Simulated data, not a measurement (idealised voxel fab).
process module | voxel capacitor over wiring
cross-section cut | 300 nm wide | cells 5 nm
A cross-section is a grid of square cells, given in bands from the top down. A band is one or more rows of cells.
Each band's line starts with the height of the band's top and of its bottom, in nm. Then come its materials from left to right, each with its width in nm. One material with "throughout" fills the band from edge to edge. "air" is empty space.
Height 0 is the level under which the wafer as received is all one material. The lowest band goes on downwards, as in "0 down".
A width such as "30 to 40" changes by the same amount from each row of cells to the next, from the band's top row to its bottom row.
"no change" after a step means that no cell of the cross-section changed.
closed voids: empty space of 8 cells or more with no open way to the top, each as width x height at its distance from the left edge, in nm
after a step's settings: what the simulator itself notes on the step
overlay nm, on a step with a mask: how far to the right of its planned place the mask lay; to the left if negative
plan
1 op RECEIVE | material Si
2 op CONFORMAL_DEP | material SiO2 | thk nm 15
3 op CONFORMAL_DEP | material SiN | thk nm 5
4 op DIRECTIONAL_DEP | material lowk | thk nm 20
5 op DIRECTIONAL_DEP | material aC | thk nm 15
6 op PATTERN | tone open | mask id METAL_1 | material resist | width nm 20 | pitch nm 85 | thk nm 30 | overlay nm 0
7 op DIRECTIONAL_ETCH | etch materials aC | depth nm 15
8 op STRIP | etch materials resist
9 op DIRECTIONAL_ETCH | etch materials lowk | depth nm 20
10 op DIRECTIONAL_ETCH | etch materials SiN | depth nm 5
11 op STRIP | etch materials aC
12 op CONFORMAL_DEP | material TiN | thk nm 5
13 op FILL_DEP | material Cu | thk nm 10
14 op CMP | height nm 40
15 op CONFORMAL_DEP | material SiCN | thk nm 5
16 op DIRECTIONAL_DEP | material lowk | thk nm 20
17 op PATTERN | tone open | mask id PLUG_1 | material resist | width nm 15 | thk nm 20 | overlay nm 0
18 op DIRECTIONAL_ETCH | etch materials lowk | depth nm 20
19 op DIRECTIONAL_ETCH | etch materials SiCN | depth nm 5
20 op STRIP | etch materials resist
21 op EPI | material Ru | thk nm 10
22 op EPI | material Ru | thk nm 10
23 op EPI | material Ru | thk nm 5
24 op DIRECTIONAL_DEP | material TiN | thk nm 5
25 op DIRECTIONAL_DEP | material SiN | thk nm 5
26 op DIRECTIONAL_DEP | material TiN | thk nm 10
27 op PATTERN | tone cover | mask id UPPER_PLATE | material resist | width nm 70 | thk nm 15 | overlay nm 0
28 op DIRECTIONAL_ETCH | etch materials TiN | depth nm 10
29 op DIRECTIONAL_ETCH | etch materials SiN | depth nm 5
30 op STRIP | etch materials resist
31 op MASKED_ETCH | tone cover | mask id LOWER_PLATE | width nm 70 | etch materials TiN | depth nm 5 | overlay nm 0
32 op FILL_DEP | material SiO2 | thk nm 20
33 op CMP | height nm 100
34 op MASKED_ETCH | tone open | mask id PLUG_2 | width nm 15 | etch materials SiO2 | depth nm 15 | overlay nm 0
35 op CONFORMAL_DEP | material TiN | thk nm 5
36 op FILL_DEP | material Cu | thk nm 10
37 op CMP | height nm 100
38 op CONFORMAL_DEP | material SiCN | thk nm 5
varied across the wafers: width nm of step 31. The plan shows the first wafer's value. All wafers start alike
first wafer as received, after step 1
  0 down: Si throughout
  closed voids: none
each wafer at the end: cells of each material gained (+) or lost (-) since it was received, then its closed voids
width nm 70 | +18 Cu | +15 Ru | +117 SiCN | +66 SiN | +535 SiO2 | +73 TiN | +436 lowk | closed voids: none
width nm 75 | +18 Cu | +15 Ru | +117 SiCN | +66 SiN | +534 SiO2 | +74 TiN | +436 lowk | closed voids: none
width nm 80 | +18 Cu | +15 Ru | +117 SiCN | +66 SiN | +533 SiO2 | +75 TiN | +436 lowk | closed voids: none
width nm 85 | +18 Cu | +15 Ru | +117 SiCN | +66 SiN | +532 SiO2 | +76 TiN | +436 lowk | closed voids: none
width nm 90 | +18 Cu | +15 Ru | +117 SiCN | +66 SiN | +531 SiO2 | +77 TiN | +436 lowk | closed voids: none
width nm 95 | +18 Cu | +15 Ru | +117 SiCN | +66 SiN | +530 SiO2 | +78 TiN | +436 lowk | closed voids: none
